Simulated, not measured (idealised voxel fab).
process module | voxel released beams
cross-section cut | 290 nm wide | cells 5 nm
A cross-section is a grid of square cells, given in bands from the top down. A band is one or more rows of cells.
Each band's line starts with the height of the band's top and of its bottom, in nm. Then come its materials from left to right, each with its width in nm. One material with "throughout" fills the band from edge to edge. "air" is empty space.
Height 0 is the level under which the wafer as received is all one material. The lowest band goes on downwards, as in "0 down".
A width such as "30 to 40" changes by the same amount from each row of cells to the next, from the band's top row to its bottom row.
"no change" after a step means that no cell of the cross-section changed.
closed voids: empty space of 8 cells or more with no open way to the top, each as width x height at its distance from the left edge, in nm
after a step's settings: what the simulator itself notes on the step
overlay nm, on a step with a mask: how far to the right of its planned place the mask lay; to the left if negative
plan
1 op RECEIVE | material Si
2 op CONFORMAL_DEP | material SiN | thk nm 10
3 op DIRECTIONAL_DEP | material SiO2 | thk nm 10
4 op MASKED_ETCH | tone open | mask id ANCHOR | width nm 40 | etch materials SiO2 | depth nm 10 | overlay nm 0
5 op CONFORMAL_DEP | material TiN | thk nm 15
6 op DIRECTIONAL_DEP | material aC | thk nm 15
7 op PATTERN | tone cover | mask id BEAM | material resist | width nm 100 | thk nm 35 | overlay nm 0
8 op DIRECTIONAL_ETCH | etch materials aC | depth nm 15
9 op STRIP | etch materials resist
10 op DIRECTIONAL_ETCH | etch materials TiN | depth nm 15
11 op STRIP | etch materials aC
12 op STRIP | etch materials SiO2
as received, after step 1
  0 down: Si throughout
  closed voids: none
a wafer at the end: this start, this plan, one mistake
  50 to 35: air 90 | TiN 100 | air 100
  35 to 20: TiN throughout
  20 to 10: SiO2 95 | TiN 40 | SiO2 155
  10 to 0: SiN throughout
  0 down: Si throughout
  closed voids: none
what went wrong: step 5 was run twice
